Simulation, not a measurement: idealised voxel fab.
Name of the process module below: voxel ribs on slabs
285 nm wide, 5 nm square cells: that's cross-section cut.
Notation: cross-section as square-cell grid; stated in bands, top first, going down; one or more cell rows per band. It is stipulated that each band's entry specify, in nanometres, the height of the top of the band and then that of its bottom, followed by the materials of the band in left-to-right sequence, each together with its width in nanometres. A single material marked by the word "all across" is understood to fill the band from edge to edge; the word "air" is understood to denote empty space. Zero point of the height axis is 0; under it, received wafer = one material. Lowest band: continues down indefinitely, "top 0, no bottom". So if you see something like "30 to 40" for the width, read it as the top row of the band sitting at the first number and the bottom row at the second, with every row in between moving by the same amount as the last. The cross-section has no changed cell in any step marked "everything unchanged". Empty spaces without an open route to the top, at least 8 cells in extent, make up the entry "Trapped void list"; each is given as width x height at distance, where the distance is measured from the left edge, and all are in nm. Step line, after settings: the simulator's comment on this step. You can add "overlay nm" to a step's line. For a step with a mask, it describes how far the mask lay to the right of its planned position, and a negative number describes a lay to the left.

**These are the steps we planned for the process**
| 1 | RECEIVE [material Si] |
| 2 | DIRECTIONAL_DEP [material SiO2] [thk nm 30] |
| 3 | DIRECTIONAL_DEP [material SiN] [thk nm 15] |
| 4 | DIRECTIONAL_DEP [material aC] [thk nm 10] |
| 5 | PATTERN [tone cover] [mask id RIB] [material resist] [width nm 15] [thk nm 25] [overlay nm 0] |
| 6 | DIRECTIONAL_ETCH [etch materials aC] [depth nm 10] |
| 7 | STRIP [etch materials resist] |
| 8 | DIRECTIONAL_ETCH [etch materials SiN] [depth nm 10] |
| 9 | STRIP [etch materials aC] |
| 10 | PATTERN [tone cover] [mask id SLAB] [material resist] [width nm 45] [thk nm 15] [overlay nm 0] |
| 11 | DIRECTIONAL_ETCH [etch materials SiN] [depth nm 5] |
| 12 | STRIP [etch materials resist] |
| 13 | FILL_DEP [material SiO2] [thk nm 25] |
| 14 | CMP [height nm 65] |
| 15 | DIRECTIONAL_DEP [material W] [thk nm 5] |
| 16 | MASKED_ETCH [tone cover] [mask id HEATER] [width nm 25] [etch materials W] [depth nm 5] [overlay nm 0] |
| 17 | CONFORMAL_DEP [material SiO2] [thk nm 5] |

**Wafer as received: cross-section following step 1**
top 0, no bottom | Si all across
Trapped void list: none

**What the wafer looks like in cross-section after this module, when it starts as shown above and follows the plan above but one mistake is made in running it**
top 70, bottom 65 | air 125 nm, then SiO2 35 nm, then air 125 nm
top 65, bottom 60 | SiO2 130 nm, then W 25 nm, then SiO2 130 nm
top 60, bottom 45 | SiO2 all across
top 45, bottom 35 | SiO2 135 nm, then SiN 15 nm, then SiO2 135 nm
top 35, bottom 30 | SiO2 120 nm, then SiN 45 nm, then SiO2 120 nm
top 30, bottom 0 | SiO2 all across
top 0, no bottom | Si all across
Trapped void list: none
what went wrong: so step 14 ended up running with a different setting than we planned, it ran as CMP [height nm 60]
